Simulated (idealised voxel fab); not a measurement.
process module | voxel wiring stack
cross-section cut | 185 nm wide | cells 5 nm
A cross-section is a grid of square cells, given in bands from the top down. A band is one or more rows of cells.
Each band's line starts with the height of the band's top and of its bottom, in nm. Then come its materials from left to right, each with its width in nm. One material with "throughout" fills the band from edge to edge. "air" is empty space.
Height 0 is the level under which the wafer as received is all one material. The lowest band goes on downwards, as in "0 down".
A width such as "30 to 40" changes by the same amount from each row of cells to the next, from the band's top row to its bottom row.
"no change" after a step means that no cell of the cross-section changed.
closed voids: empty space of 8 cells or more with no open way to the top, each as width x height at its distance from the left edge, in nm
after a step's settings: what the simulator itself notes on the step
overlay nm, on a step with a mask: how far to the right of its planned place the mask lay; to the left if negative
plan
1 op RECEIVE | material Si
2 op CONFORMAL_DEP | material SiO2 | thk nm 15
3 op CONFORMAL_DEP | material SiN | thk nm 5
4 op DIRECTIONAL_DEP | material lowk | thk nm 20
5 op PATTERN | tone open | mask id METAL_1 | material resist | width nm 20 | pitch nm 45 | thk nm 20 | overlay nm 0
6 op DIRECTIONAL_ETCH | etch materials lowk | depth nm 20
7 op DIRECTIONAL_ETCH | etch materials SiN | depth nm 5
8 op STRIP | etch materials resist
9 op CONFORMAL_DEP | material TiN | thk nm 5
10 op FILL_DEP | material Cu | thk nm 10
11 op CMP | height nm 40
12 op EPI | material Ru | thk nm 5
13 op FILL_DEP | material SiCN | thk nm 5
14 op DIRECTIONAL_DEP | material lowk | thk nm 20
15 op MASKED_ETCH | tone open | mask id PLUG_1 | width nm 15 | pitch nm 90 | etch materials lowk | depth nm 20 | overlay nm 0
16 op MASKED_ETCH | tone open | mask id PLUG_1 | width nm 15 | pitch nm 90 | etch materials SiCN | depth nm 5 | overlay nm 0
17 op CONFORMAL_DEP | material TiN | thk nm 5
18 op FILL_DEP | material W | thk nm 5
19 op CMP | height nm 70
20 op DIRECTIONAL_DEP | material TiN | thk nm 5
21 op DIRECTIONAL_DEP | material Ru | thk nm 25
22 op DIRECTIONAL_DEP | material aC | thk nm 10
23 op PATTERN | tone cover | mask id METAL_2 | material resist | width nm 20 | pitch nm 45 | thk nm 30 | overlay nm 0
24 op DIRECTIONAL_ETCH | etch materials aC | depth nm 10
25 op STRIP | etch materials resist
26 op DIRECTIONAL_ETCH | etch materials Ru | depth nm 25
27 op DIRECTIONAL_ETCH | etch materials TiN | depth nm 5
28 op STRIP | etch materials aC
29 op FILL_DEP | material SiO2 | thk nm 10
30 op CMP | height nm 100
31 op CONFORMAL_DEP | material SiCN | thk nm 5
as received, after step 1
  0 down: Si throughout
  closed voids: none
first wafer at the end, as planned
  105 to 100: SiCN throughout
  100 to 75: SiO2 35 | Ru 20 | SiO2 25 | Ru 20 | SiO2 25 | Ru 20 | SiO2 40
  75 to 70: SiO2 35 | TiN 20 | SiO2 25 | TiN 20 | SiO2 25 | TiN 20 | SiO2 40
  70 to 50: lowk 35 | TiN 5 | W 5 | TiN 5 | lowk 75 | TiN 5 | W 5 | TiN 5 | lowk 45
  50 to 45: SiCN 35 | TiN 15 | SiCN 75 | TiN 15 | SiCN 45
  45 to 40: SiCN 30 | Ru 30 | SiCN 15 | Ru 30 | SiCN 15 | Ru 30 | SiCN 35
  40 to 20: lowk 35 | TiN 5 | Cu 10 | TiN 5 | lowk 25 | TiN 5 | Cu 10 | TiN 5 | lowk 25 | TiN 5 | Cu 10 | TiN 5 | lowk 40
  20 to 15: SiN 35 | TiN 20 | SiN 25 | TiN 20 | SiN 25 | TiN 20 | SiN 40
  15 to 0: SiO2 throughout
  0 down: Si throughout
  closed voids: none
second wafer at the end: like start, like plan, one mistake
  105 to 100: SiCN throughout
  100 to 75: SiO2 35 | Ru 20 | SiO2 25 | Ru 20 | SiO2 25 | Ru 20 | SiO2 40
  75 to 70: SiO2 35 | TiN 20 | SiO2 25 | TiN 20 | SiO2 25 | TiN 20 | SiO2 40
  70 to 50: lowk 35 | TiN 5 | W 5 | TiN 5 | lowk 75 | TiN 5 | W 5 | TiN 5 | lowk 45
  50 to 45: SiCN 35 | TiN 15 | SiCN 75 | TiN 15 | SiCN 45
  45 to 40: Ru throughout
  40 to 35: TiN 40 | Cu 10 | TiN 35 | Cu 10 | TiN 35 | Cu 10 | TiN 45
  35 to 15: lowk 35 | TiN 5 | Cu 10 | TiN 5 | lowk 25 | TiN 5 | Cu 10 | TiN 5 | lowk 25 | TiN 5 | Cu 10 | TiN 5 | lowk 40
  15 to 10: SiN 35 | TiN 20 | SiN 25 | TiN 20 | SiN 25 | TiN 20 | SiN 40
  10 to 0: SiO2 throughout
  0 down: Si throughout
  closed voids: none
what went wrong: step 2 ran as: op CONFORMAL_DEP | material SiO2 | thk nm 10
at the end the second wafer has, in cells: 6 more of Cu | 19 more of Ru | 19 fewer of SiCN | 37 fewer of SiO2 | 31 more of TiN
